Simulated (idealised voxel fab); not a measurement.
voxel self aligned vias: a process module
Shown is cross-section cut, with a width of 175 nm and square cells of size 5 nm.
Reading order for cross-sections: top band down to bottom band. Underlying form: a grid of square cells. Band size: one or more rows of cells. Top, bottom (nm), then materials left to right with widths (nm); lone material tagged "all across" fills the whole band edge to edge; "blank" = empty space. Heights from 0 (as-received wafer is one material below). Bottom band endless downward, as "0..down". A two-number width, for instance "30->40", indicates that the width is equal to the first number in the top row of the band and to the second number in the bottom row, and that it changes by a constant amount per row of cells. Basically "identical to before" means that step didn't change any cell in the cross-section. The label "Closed void roster" introduces a list of the empty spaces, 8 cells or larger, that have no open way up to the top; each entry in it reads width x height at distance, where the distance is taken from the left edge and all three are stated in nm. On a step's line, text after the settings is the simulator commenting on that step. What "overlay nm" on a step's line means: if the step has a mask, that mask lay this far to the right of its planned place, or, when the value is negative, to the left.
plan
- 1: RECEIVE | material Si
- 2: CONFORMAL_DEP | material SiO2 | thk nm 10
- 3: CONFORMAL_DEP | material SiCN | thk nm 5
- 4: DIRECTIONAL_DEP | material lowk | thk nm 25
- 5: MASKED_ETCH | tone open | mask id LINES | width nm 30 | pitch nm 75 | etch materials lowk | depth nm 25 | overlay nm 0
- 6: CONFORMAL_DEP | material TiN | thk nm 5
- 7: FILL_DEP | material Ru | thk nm 10
- 8: CMP | height nm 40
- 9: SELECTIVE_ETCH | etch materials W Ru TiN | depth nm 10
- 10: FILL_DEP | material SiN | thk nm 10
- 11: CMP | height nm 40
- 12: DIRECTIONAL_DEP | material lowk | thk nm 20
- 13: MASKED_ETCH | tone open | mask id VIAS | width nm 50 | etch materials lowk | depth nm 20 | overlay nm 0
- 14: MASKED_ETCH | tone open | mask id VIAS | width nm 50 | etch materials SiN | depth nm 10 | overlay nm 0
- 15: CONFORMAL_DEP | material TiN | thk nm 5
- 16: FILL_DEP | material Cu | thk nm 5
- 17: CMP | height nm 60
- 18: CONFORMAL_DEP | material SiN | thk nm 5
Cross-section of the wafer as it came to us, i.e., already through step 1
  0..down | Si all across
  Closed void roster: none
Looking at the first of two wafers in cross-section at end of module - ran to plan
  65..60 | SiN all across
  60..45 | lowk=25, then TiN=5, then Cu=40, then TiN=5, then lowk=100
  45..40 | lowk=25, then TiN=15, then Cu=20, then TiN=15, then lowk=100
  40..35 | lowk=35, then TiN=5, then Cu=20, then TiN=5, then lowk=45, then SiN=30, then lowk=35
  35..30 | lowk=35, then TiN=30, then lowk=45, then SiN=30, then lowk=35
  30..20 | lowk=35, then TiN=5, then Ru=20, then TiN=5, then lowk=45, then TiN=5, then Ru=20, then TiN=5, then lowk=35
  20..15 | lowk=35, then TiN=30, then lowk=45, then TiN=30, then lowk=35
  15..10 | SiCN all across
  10..0 | SiO2 all across
  0..down | Si all across
  Closed void roster: none
Presented here is a cross-section of the second of the two wafers as it stood at the end of the module. It was started in the same manner and assigned the same plan as the first wafer; however, one mistake was made in its execution
  65..60 | SiN all across
  60..45 | lowk=25, then TiN=5, then Cu=40, then TiN=5, then lowk=100
  45..40 | lowk=25, then TiN=50, then lowk=100
  40..35 | SiCN all across
  35..10 | lowk all across
  10..0 | SiO2 all across
  0..down | Si all across
  Closed void roster: none
Finding, execution versus plan: steps 3 and 4 of the plan were each performed in the slot designated for the other
The closing comparison, in cells, has the second wafer with more or fewer of some materials than the first: Cu -8 | Ru -16 | SiN -12 | TiN -24 | lowk +60
